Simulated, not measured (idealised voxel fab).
The process module that follows is named voxel transistor to metal.
In the cross-section labelled cut, the width is 280 nm and each square cell is 5 nm.
How to read a cross-section here: the picture is a grid of square cells, written as bands going from the top down, and any band can span one or more rows of cells. This entry defines a band. It first specifies the height of the band's top and the height of its bottom in nm, and then specifies the band's materials from left to right, stating each material with its width in nm. The word "full width" identifies a single material that fills the band from edge to edge, while the word "empty" identifies empty space. The level at which height equals 0 is the one under which the wafer, as it arrives, is entirely one material. No lower edge exists for the bottom band, which continues downward and is notated as in "0 -> down". Note: "30..40" means the width goes from the first number (top row of the band) to the second number (bottom row) in equal steps per row of cells. Where a step carries "remained unchanged", the cross-section came out of it unchanged, cell for cell. You'll see "Enclosed cavities" listing empty spaces that have no way open to the top, as long as they're 8 cells or more; the notation is width x height at distance, where the distance is from the left edge, and all of it is in nm. Read whatever lies past the settings on a step's line as the simulator's own remark about the step. Each step line may optionally specify "overlay nm", which for a step with a mask gives the rightward distance between the mask's planned place and where it lay, a negative value indicating the leftward direction.

Below is the list of planned process steps
- 1: RECEIVE, material Si
- 2: OXIDIZE, depth nm 5
- 3: CONFORMAL_DEP, material SiN, thk nm 15
- 4: MASKED_ETCH, tone cover, mask id ACTIVE, width nm 105, pitch nm 135, etch materials SiN, depth nm 15, overlay nm 0
- 5: MASKED_ETCH, tone cover, mask id ACTIVE, width nm 105, pitch nm 135, etch materials SiO2, depth nm 5, overlay nm 0
- 6: MASKED_ETCH, tone cover, mask id ACTIVE, width nm 105, pitch nm 135, etch materials Si, depth nm 20, overlay nm 0
- 7: OXIDIZE, depth nm 5
- 8: FILL_DEP, material SiO2, thk nm 15
- 9: CMP, height nm 15
- 10: SELECTIVE_ETCH, etch materials SiO2, depth nm 15
- 11: STRIP, etch materials SiN
- 12: SELECTIVE_ETCH, etch materials SiO2, depth nm 5
- 13: OXIDIZE, depth nm 5
- 14: DIRECTIONAL_DEP, material polySi, thk nm 20
- 15: DIRECTIONAL_DEP, material SiCN, thk nm 15
- 16: PATTERN, tone cover, mask id GATE, material resist, width nm 25, pitch nm 135, thk nm 15, overlay nm 0
- 17: DIRECTIONAL_ETCH, etch materials SiCN, depth nm 25
- 18: DIRECTIONAL_ETCH, etch materials polySi, depth nm 30
- 19: STRIP, etch materials resist
- 20: CONFORMAL_DEP, material SiO2, thk nm 5
- 21: DIRECTIONAL_ETCH, etch materials SiO2, depth nm 5
- 22: CONFORMAL_DEP, material SiN, thk nm 5
- 23: DIRECTIONAL_ETCH, etch materials SiN, depth nm 5
- 24: DIRECTIONAL_ETCH, etch materials SiO2, depth nm 5
- 25: DIRECTIONAL_ETCH, etch materials Si, depth nm 5
- 26: EPI, material nSi, thk nm 10
- 27: FILL_DEP, material SiO2, thk nm 10
- 28: CMP, height nm 15
- 29: STRIP, etch materials polySi
- 30: SELECTIVE_ETCH, etch materials SiO2, depth nm 5
- 31: CONFORMAL_DEP, material HfO2, thk nm 5
- 32: CONFORMAL_DEP, material TiN, thk nm 5
- 33: FILL_DEP, material W, thk nm 5
- 34: CMP, height nm 10
- 35: DIRECTIONAL_DEP, material SiO2, thk nm 10
- 36: DIRECTIONAL_DEP, material aC, thk nm 10
- 37: PATTERN, tone open, mask id CONTACT, material resist, width nm 20, thk nm 30, overlay nm 0
- 38: DIRECTIONAL_ETCH, etch materials aC, depth nm 10
- 39: STRIP, etch materials resist
- 40: DIRECTIONAL_ETCH, etch materials SiO2, depth nm 25
- 41: STRIP, etch materials aC
- 42: CONFORMAL_DEP, material TiN, thk nm 5
- 43: FILL_DEP, material W, thk nm 10
- 44: CMP, height nm 20
- 45: DIRECTIONAL_DEP, material TiN, thk nm 5
- 46: DIRECTIONAL_DEP, material Ru, thk nm 20
- 47: PATTERN, tone cover, mask id METAL_1, material resist, width nm 20, thk nm 20, overlay nm 0
- 48: DIRECTIONAL_ETCH, etch materials Ru, depth nm 20
- 49: DIRECTIONAL_ETCH, etch materials TiN, depth nm 5
- 50: STRIP, etch materials resist
- 51: CONFORMAL_DEP, material SiCN, thk nm 5
- 52: FILL_DEP, material lowk, thk nm 10
- 53: CMP, height nm 45
- 54: CONFORMAL_DEP, material SiCN, thk nm 5
- 55: DIRECTIONAL_DEP, material lowk, thk nm 30
- 56: PATTERN, tone open, mask id METAL_2, material resist, width nm 20, pitch nm 135, thk nm 15, overlay nm 0
- 57: DIRECTIONAL_ETCH, etch materials lowk, depth nm 20
- 58: STRIP, etch materials resist
- 59: PATTERN, tone open, mask id METAL_2_HOLES, material resist, width nm 15, pitch nm 135, thk nm 15, overlay nm 0
- 60: DIRECTIONAL_ETCH, etch materials lowk, depth nm 10
- 61: DIRECTIONAL_ETCH, etch materials SiCN, depth nm 5
- 62: STRIP, etch materials resist
- 63: CONFORMAL_DEP, material TiN, thk nm 5
- 64: FILL_DEP, material Ru, thk nm 5
- 65: CMP, height nm 80
- 66: CONFORMAL_DEP, material SiN, thk nm 5

Incoming wafer, cross-sectional view, post step 1
* 0 -> down | Si full width
* Enclosed cavities: none

Same starting wafer, same plan as above, one mistake in the execution; this is the cross-section at the end of the module
* 85 -> 80 | SiN full width
* 80 -> 65 | 25 lowk  5 TiN  10 Ru  5 TiN  115 lowk  5 TiN  10 Ru  5 TiN  100 lowk
* 65 -> 60 | 25 lowk  5 TiN  5 Ru  10 TiN  115 lowk  5 TiN  5 Ru  10 TiN  100 lowk
* 60 -> 50 | 25 lowk  5 TiN  5 Ru  5 TiN  120 lowk  5 TiN  5 Ru  5 TiN  105 lowk
* 50 -> 45 | 25 SiCN  15 TiN  120 SiCN  15 TiN  105 SiCN
* 45 -> 40 | 25 SiCN  20 TiN  55 SiCN  20 TiN  40 SiCN  20 TiN  55 SiCN  20 TiN  25 SiCN
* 40 -> 20 | Ru full width
* 20 -> 10 | 25 SiO2  5 TiN  10 W  5 TiN  55 SiO2  5 TiN  10 W  5 TiN  40 SiO2  5 TiN  10 W  5 TiN  55 SiO2  5 TiN  10 W  5 TiN  25 SiO2
* 10 -> 0 | 25 SiO2  5 TiN  10..5 W  5..10 TiN  5 SiO2  5 SiN  5 HfO2  5 TiN  15 W  5 TiN  5 HfO2  5 SiN  5 SiO2  5..10 TiN  10..5 W  5 TiN  40 SiO2  5 TiN  10..5 W  5..10 TiN  5 SiO2  5 SiN  5 HfO2  5 TiN  15 W  5 TiN  5 HfO2  5 SiN  5 SiO2  5..10 TiN  10..5 W  5 TiN  25 SiO2
* 0 -> -5 | 25 SiO2  15 TiN  10 nSi  5 SiN  5 HfO2  25 TiN  5 HfO2  5 SiN  10 nSi  15 TiN  40 SiO2  15 TiN  10 nSi  5 SiN  5 HfO2  25 TiN  5 HfO2  5 SiN  10 nSi  15 TiN  25 SiO2
* -5 -> -10 | 20 SiO2  30 nSi  5 SiO2  35 HfO2  5 SiO2  30 nSi  30 SiO2  30 nSi  5 SiO2  35 HfO2  5 SiO2  30 nSi  20 SiO2
* -10 -> -15 | 25 SiO2  25 nSi  45 Si  25 nSi  40 SiO2  25 nSi  45 Si  25 nSi  25 SiO2
* -15 -> -30 | 25 SiO2  95 Si  40 SiO2  95 Si  25 SiO2
* -30 -> down | Si full width
* Enclosed cavities: none
So what did we get wrong on this run? steps 45 and 46 traded places in the executed sequence
